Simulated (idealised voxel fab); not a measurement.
The process module presented herein is designated voxel gate over fins.
Cross-section cut spans 235 nm and uses square cells 5 nm in size.
Heads up, the way a cross-section reads in here is a grid of square cells, handed over as bands from the top down, with every band being one or more rows of cells. Heads up on the band format: heights come first, top then bottom, in nm. After that it's the materials left to right, each with its width in nm. A single material flagged "all across" fills the whole band edge to edge, and "blank" means there's empty space there. Below 0: as-received wafer, all one material; heights counted from there. Lowest band: no bottom, goes on down, written "0 -> down". Width: "30..40" (first number = top row, second number = bottom row, same change from row to row of cells). What does "nothing changed" mean for a step? It means no cell of the cross-section changed in that step. If an empty space has no open way to the top and is at least 8 cells in size, "Enclosed void listing" lists it, written width x height at distance, where distance is measured from the left edge and every value is in nm. Heads up: the bit after the settings on a step's line is the simulator's remark on that step. The line of a step may include "overlay nm". On a step with a mask, this value is how far to the right of its planned place the mask lay. A negative value means the mask lay to the left.

-- The planned process steps are enumerated hereunder
1,RECEIVE: material Si
2,CONFORMAL_DEP: material SiN, thk nm 5
3,MASKED_ETCH: tone cover, mask id FINS, width nm 15, pitch nm 55, etch materials SiN, depth nm 5, overlay nm 0
4,MASKED_ETCH: tone cover, mask id FINS, width nm 15, pitch nm 55, etch materials Si, depth nm 40, overlay nm 0
5,OXIDIZE: depth nm 5
6,FILL_DEP: material SiO2, thk nm 5
7,CMP: height nm 5
8,MASKED_ETCH: tone open, mask id RAIL, width nm 15, etch materials SiO2, depth nm 40, overlay nm 0
9,CONFORMAL_DEP: material TiN, thk nm 5
10,FILL_DEP: material W, thk nm 5
11,CMP: height nm 5
12,SELECTIVE_ETCH: etch materials W Ru TiN, depth nm 25
13,FILL_DEP: material SiO2, thk nm 5
14,CMP: height nm 5
15,SELECTIVE_ETCH: etch materials SiO2, depth nm 15
16,STRIP: etch materials SiN
17,CONFORMAL_DEP: material HfO2, thk nm 5
18,CONFORMAL_DEP: material TiN, thk nm 5
19,CONFORMAL_DEP: material TiAl, thk nm 5
20,CONFORMAL_DEP: material TiN, thk nm 5
21,FILL_DEP: material W, thk nm 10
22,CMP: height nm 25
23,CONFORMAL_DEP: material SiN, thk nm 10

-- Cross-section of the incoming wafer, state after step 1
* 0 -> down = Si all across
* Enclosed void listing: none

-- Here's the cross-section of the first of our two wafers at the end of the module - it ran as planned
* 35 -> 25 = SiN all across
* 25 -> 20 = W all across
* 20 -> 15 = 40 of W; 45 of TiN; 10 of W; 45 of TiN; 10 of W; 45 of TiN; 40 of W
* 15 -> 10 = 40 of W; 5 of TiN; 35 of TiAl; 5 of TiN; 10 of W; 5 of TiN; 35 of TiAl; 5 of TiN; 10 of W; 5 of TiN; 35 of TiAl; 5 of TiN; 40 of W
* 10 -> 5 = 45 of TiN; 5 of TiAl; 25 of TiN; 5 of TiAl; 20 of TiN; 5 of TiAl; 25 of TiN; 5 of TiAl; 20 of TiN; 5 of TiAl; 25 of TiN; 5 of TiAl; 45 of TiN
* 5 -> 0 = 50 of TiAl; 5 of TiN; 15 of HfO2; 5 of TiN; 30 of TiAl; 5 of TiN; 15 of HfO2; 5 of TiN; 30 of TiAl; 5 of TiN; 15 of HfO2; 5 of TiN; 50 of TiAl
* 0 -> -5 = 55 of TiN; 5 of HfO2; 5 of Si; 5 of HfO2; 40 of TiN; 5 of HfO2; 5 of Si; 5 of HfO2; 40 of TiN; 5 of HfO2; 5 of Si; 5 of HfO2; 55 of TiN
* -5 -> -10 = 60 of HfO2; 5 of Si; 50 of HfO2; 5 of Si; 50 of HfO2; 5 of Si; 60 of HfO2
* -10 -> -20 = 60 of SiO2; 5 of Si; 50 of SiO2; 5 of Si; 50 of SiO2; 5 of Si; 60 of SiO2
* -20 -> -30 = 60 of SiO2; 5 of Si; 15 of SiO2; 5 of TiN; 5 of W; 5 of TiN; 20 of SiO2; 5 of Si; 50 of SiO2; 5 of Si; 60 of SiO2
* -30 -> -35 = 60 of SiO2; 5 of Si; 15 of SiO2; 15 of TiN; 20 of SiO2; 5 of Si; 50 of SiO2; 5 of Si; 60 of SiO2
* -35 -> -45 = 60 of SiO2; 5 of Si; 50 of SiO2; 5 of Si; 50 of SiO2; 5 of Si; 60 of SiO2
* -45 -> down = Si all across
* Enclosed void listing: none

-- Cross-sectional view of the second of two wafers upon completion of the module. This wafer shared its starting condition and process plan with the first; one error was made during its execution
* 35 -> 25 = SiN all across
* 25 -> 20 = W all across
* 20 -> 15 = 40 of W; 45 of TiN; 10 of W; 45 of TiN; 10 of W; 45 of TiN; 40 of W
* 15 -> 10 = 40 of W; 5 of TiN; 35 of TiAl; 5 of TiN; 10 of W; 5 of TiN; 35 of TiAl; 5 of TiN; 10 of W; 5 of TiN; 35 of TiAl; 5 of TiN; 40 of W
* 10 -> 5 = 45 of TiN; 5 of TiAl; 25 of TiN; 5 of TiAl; 20 of TiN; 5 of TiAl; 25 of TiN; 5 of TiAl; 20 of TiN; 5 of TiAl; 25 of TiN; 5 of TiAl; 45 of TiN
* 5 -> 0 = 50 of TiAl; 5 of TiN; 15 of HfO2; 5 of TiN; 30 of TiAl; 5 of TiN; 15 of HfO2; 5 of TiN; 30 of TiAl; 5 of TiN; 15 of HfO2; 5 of TiN; 50 of TiAl
* 0 -> -5 = 55 of TiN; 5 of HfO2; 5 of Si; 5 of HfO2; 40 of TiN; 5 of HfO2; 5 of Si; 5 of HfO2; 40 of TiN; 5 of HfO2; 5 of Si; 5 of HfO2; 55 of TiN
* -5 -> -10 = 60 of HfO2; 5 of Si; 50 of HfO2; 5 of Si; 50 of HfO2; 5 of Si; 60 of HfO2
* -10 -> -20 = 60 of SiO2; 5 of Si; 50 of SiO2; 5 of Si; 50 of SiO2; 5 of Si; 60 of SiO2
* -20 -> -30 = 50 of W; 5 of TiN; 5 of SiO2; 5 of Si; 5 of SiO2; 10 of TiN; 15 of SiO2; 5 of TiN; 5 of W; 5 of TiN; 5 of SiO2; 5 of Si; 5 of SiO2; 5 of TiN; 30 of W; 5 of TiN; 5 of SiO2; 5 of Si; 5 of SiO2; 5 of TiN; 50 of W
* -30 -> -35 = 55 of TiN; 5 of SiO2; 5 of Si; 5 of SiO2; 10 of TiN; 15 of SiO2; 15 of TiN; 5 of SiO2; 5 of Si; 5 of SiO2; 40 of TiN; 5 of SiO2; 5 of Si; 5 of SiO2; 55 of TiN
* -35 -> -45 = 60 of SiO2; 5 of Si; 50 of SiO2; 5 of Si; 50 of SiO2; 5 of Si; 60 of SiO2
* -45 -> down = Si all across
* Enclosed void listing: none
Against the plan, the run slipped here: step 8 off recipe, ran as MASKED_ETCH: tone cover, mask id RAIL, width nm 15, etch materials SiO2, depth nm 40, overlay nm 0
Cell-count delta at end, second wafer over first, by material: SiO2 -96, TiN +44, W +52
